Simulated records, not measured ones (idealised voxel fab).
You're looking at the process module voxel spacer lines.
Each square cell in cross-section cut measures 5 nm, and the section as a whole is 220 nm wide.
A cross-section in this document is a grid of square cells, and it is written down as bands, the top band listed before the ones below it; a band is made up of one or more rows of cells.
Per band: top height and bottom height in nm, followed by the left-to-right materials and their widths in nm; "full width" marks a single material spanning edge to edge, "air" marks empty space.
The reference from which all heights are counted is 0, the level beneath which the as-received wafer is entirely one material; the lowest band, having no lower bound, proceeds downward and is written after the example "top 0, no bottom".
The expression "30..40" gives the width at the extremes of the band, the first number at its top row of cells and the second at its bottom row, with the width changing by equal amounts from each row to the next in between.
What does "same as before" mean for a step? It means no cell of the cross-section changed in that step.
"Enclosed void listing": empty spaces of 8 cells or more with no open way to the top, each given as width x height at distance, distance from the left edge, all in nm.
Whatever follows a step's settings on its line is a remark the simulator itself makes about that step.
The setting "overlay nm" may be written on the line of a step. When the step uses a mask, the value reports how far to the right of the planned place the mask lay, and a negative value reports that it lay to the left.
### List of planned process steps
1 RECEIVE | material Si
2 CONFORMAL_DEP | material Al2O3 | thk nm 10
3 DIRECTIONAL_DEP | material TiN | thk nm 10
4 DIRECTIONAL_DEP | material aC | thk nm 20
5 PATTERN | tone cover | mask id MANDREL | material resist | width nm 15 | pitch nm 60 | thk nm 30 | overlay nm 0
6 DIRECTIONAL_ETCH | etch materials aC | depth nm 20
7 STRIP | etch materials resist
8 CONFORMAL_DEP | material SiN | thk nm 10
9 DIRECTIONAL_ETCH | etch materials SiN | depth nm 10
10 STRIP | etch materials aC
11 DIRECTIONAL_ETCH | etch materials TiN | depth nm 10
12 STRIP | etch materials SiN
The plan shows the width nm of step 5 as the first wafer had it; this setting differs between the wafers, which start out alike.
### The first of several wafers in cross-section, exactly as it reached us after step 1
  top 0, no bottom = Si full width
  Enclosed void listing: none
### What follows is a table in which each wafer occupies a row; for the wafer as it stands at the close of the module, the row states, material by material, how many cells have been gained (+) or lost (-) since receipt, and then gives its closed voids
width nm 15 | +88 Al2O3 | +24 TiN | Enclosed void listing: none
width nm 20 | +88 Al2O3 | +24 TiN | Enclosed void listing: none
width nm 25 | +88 Al2O3 | +24 TiN | Enclosed void listing: none
width nm 30 | +88 Al2O3 | +24 TiN | Enclosed void listing: none
width nm 35 | +88 Al2O3 | +24 TiN | Enclosed void listing: none
